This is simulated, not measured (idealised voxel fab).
Process module name: voxel plated lines
Pictured: cross-section cut, 290 nm wide, on a grid of 5 nm square cells.
When this document writes out a cross-section, it uses a grid of square cells and lists it as bands, beginning at the top and moving down, with a band standing for one or more rows of cells. Within each band entry, the heights of the top and of the bottom of the band appear first, in that order and in nm; the materials of the band then follow from left to right, each with its corresponding width in nm. The designation "edge to edge" on a single material indicates that it fills the band from edge to edge; the designation "empty" indicates empty space. A quick word on heights: they are counted from 0, and under that level the wafer as it came to us is one material throughout. The lowest band is different from the rest in having no bottom; it simply continues downward, written as in "from 0 down". It should be noted that a width expressed as "30->40" varies in equal increments from row to row of cells within the band, taking the value of the first number at the top row and that of the second number at the bottom row. "no modification" means the step left every cell of the cross-section as it was. You'll see "Fully sealed cavities" listing empty spaces that have no way open to the top, as long as they're 8 cells or more; the notation is width x height at distance, where the distance is from the left edge, and all of it is in nm. Heads up: the bit after the settings on a step's line is the simulator's remark on that step. overlay nm: mask right of planned place by this much (step with mask). Neg. = left.
# The process steps that were planned are listed below
1,RECEIVE, material Si
2,CONFORMAL_DEP, material Al2O3, thk nm 10
3,DIRECTIONAL_DEP, material TiN, thk nm 5
4,PATTERN, tone open, mask id LINES, material resist, width nm 30, pitch nm 60, thk nm 40, overlay nm 0
5,EPI, material Ru, thk nm 5
6,EPI, material Ru, thk nm 5
7,EPI, material Ru, thk nm 5
8,STRIP, etch materials resist
9,DIRECTIONAL_ETCH, etch materials TiN, depth nm 5
10,CONFORMAL_DEP, material SiO2, thk nm 5
# Shown in cross-section is the wafer as received, that is, as it stands after step 1
    from 0 down  Si edge to edge
    Fully sealed cavities: none
# First of two wafers, end-of-module section, run followed plan
    from 35 to 30  empty 95 nm  SiO2 40 nm  empty 20 nm  SiO2 40 nm  empty 95 nm
    from 30 to 15  empty 95 nm  SiO2 5 nm  Ru 30 nm  SiO2 5 nm  empty 20 nm  SiO2 5 nm  Ru 30 nm  SiO2 5 nm  empty 95 nm
    from 15 to 10  SiO2 100 nm  TiN 30 nm  SiO2 30 nm  TiN 30 nm  SiO2 100 nm
    from 10 to 0  Al2O3 edge to edge
    from 0 down  Si edge to edge
    Fully sealed cavities: none
# This is the second of the two wafers, cross-sectioned at the end of the module; it started exactly like the first and was given the same plan, but it was run with one mistake
    from 45 to 30  empty 85 nm  SiO2 120 nm  empty 85 nm
    from 30 to 25  empty 85 nm  SiO2 15 nm  Ru 30 nm  SiO2 30 nm  Ru 30 nm  SiO2 15 nm  empty 85 nm
    from 25 to 15  SiO2 100 nm  Ru 30 nm  SiO2 30 nm  Ru 30 nm  SiO2 100 nm
    from 15 to 10  SiO2 100 nm  TiN 30 nm  SiO2 30 nm  TiN 30 nm  SiO2 100 nm
    from 10 to 0  Al2O3 edge to edge
    from 0 down  Si edge to edge
    Fully sealed cavities: none
Diagnosis: for step 10, the planned setting was not used; the step was instead run as CONFORMAL_DEP, material SiO2, thk nm 15
In the final state, the cell counts of the second wafer exceed or fall short of those of the first for the following materials: SiO2: 148 more
